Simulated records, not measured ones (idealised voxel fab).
process module | voxel wiring stack
cross-section cut | 260 nm wide | cells 5 nm
A cross-section is a grid of square cells, given in bands from the top down. A band is one or more rows of cells.
Each band's line starts with the height of the band's top and of its bottom, in nm. Then come its materials from left to right, each with its width in nm. One material with "throughout" fills the band from edge to edge. "air" is empty space.
Height 0 is the level under which the wafer as received is all one material. The lowest band goes on downwards, as in "0 down".
A width such as "30 to 40" changes by the same amount from each row of cells to the next, from the band's top row to its bottom row.
"no change" after a step means that no cell of the cross-section changed.
closed voids: empty space of 8 cells or more with no open way to the top, each as width x height at its distance from the left edge, in nm
after a step's settings: what the simulator itself notes on the step
overlay nm, on a step with a mask: how far to the right of its planned place the mask lay; to the left if negative
plan
1 op RECEIVE | material Si
2 op CONFORMAL_DEP | material SiO2 | thk nm 15
3 op CONFORMAL_DEP | material SiN | thk nm 5
4 op DIRECTIONAL_DEP | material lowk | thk nm 15
5 op MASKED_ETCH | tone open | mask id METAL_1 | width nm 25 | pitch nm 50 | etch materials lowk | depth nm 15 | overlay nm 0
6 op MASKED_ETCH | tone open | mask id METAL_1 | width nm 25 | pitch nm 50 | etch materials SiN | depth nm 5 | overlay nm 0
7 op CONFORMAL_DEP | material TiN | thk nm 5
8 op FILL_DEP | material W | thk nm 10
9 op CMP | height nm 35
10 op EPI | material Ru | thk nm 5
11 op FILL_DEP | material SiCN | thk nm 5
12 op DIRECTIONAL_DEP | material lowk | thk nm 35
13 op PATTERN | tone open | mask id METAL_2_HOLES | material resist | width nm 15 | thk nm 15 | overlay nm 0
14 op DIRECTIONAL_ETCH | etch materials lowk | depth nm 35
15 op STRIP | etch materials resist
16 op DIRECTIONAL_DEP | material aC | thk nm 15
17 op PATTERN | tone open | mask id METAL_2 | material resist | width nm 25 | pitch nm 50 | thk nm 35 | overlay nm 0
18 op DIRECTIONAL_ETCH | etch materials aC | depth nm 15
19 op STRIP | etch materials resist
20 op DIRECTIONAL_ETCH | etch materials lowk | depth nm 20
21 op DIRECTIONAL_ETCH | etch materials SiCN | depth nm 5
22 op STRIP | etch materials aC
23 op CONFORMAL_DEP | material TiN | thk nm 5
24 op FILL_DEP | material Cu | thk nm 5
25 op CMP | height nm 80
26 op CONFORMAL_DEP | material SiCN | thk nm 5
as received, after step 1
  0 down: Si throughout
  closed voids: none
first wafer at the end, as planned
  85 to 80: SiCN throughout
  80 to 65: lowk 90 | TiN 5 | Cu 15 | TiN 5 | lowk 25 | TiN 5 | Cu 15 | TiN 5 | lowk 95
  65 to 60: lowk 90 | TiN 5 | Cu 5 | TiN 15 | lowk 25 | TiN 25 | lowk 95
  60 to 45: lowk 90 | TiN 5 | Cu 5 | TiN 5 | lowk 155
  45 to 40: SiCN 90 | TiN 15 | SiCN 155
  40 to 35: SiCN 85 | Ru 35 | SiCN 15 | Ru 35 | SiCN 90
  35 to 20: lowk 90 | TiN 5 | W 15 | TiN 5 | lowk 25 | TiN 5 | W 15 | TiN 5 | lowk 95
  20 to 15: SiN 90 | TiN 25 | SiN 25 | TiN 25 | SiN 95
  15 to 0: SiO2 throughout
  0 down: Si throughout
  closed voids: none
second wafer at the end: like start, like plan, one mistake
  85 to 80: SiCN throughout
  80 to 65: lowk 90 | TiN 5 | Cu 15 | TiN 5 | lowk 25 | TiN 5 | Cu 15 | TiN 5 | lowk 95
  65 to 60: lowk 90 | TiN 5 | Cu 5 | TiN 15 | lowk 25 | TiN 25 | lowk 95
  60 to 45: lowk 90 | TiN 5 | Cu 5 | TiN 5 | lowk 155
  45 to 40: SiCN 90 | TiN 15 | SiCN 155
  40 to 35: Ru throughout
  35 to 30: W throughout
  30 to 25: TiN 95 | W 15 | TiN 35 | W 15 | TiN 100
  25 to 10: lowk 90 | TiN 5 | W 15 | TiN 5 | lowk 25 | TiN 5 | W 15 | TiN 5 | lowk 95
  10 to 5: SiN 90 | TiN 25 | SiN 25 | TiN 25 | SiN 95
  5 to 0: SiO2 throughout
  0 down: Si throughout
  closed voids: none
what went wrong: step 2 ran as: op CONFORMAL_DEP | material SiO2 | thk nm 5
at the end the second wafer has, in cells: 38 more of Ru | 38 fewer of SiCN | 104 fewer of SiO2 | 46 more of TiN | 58 more of W
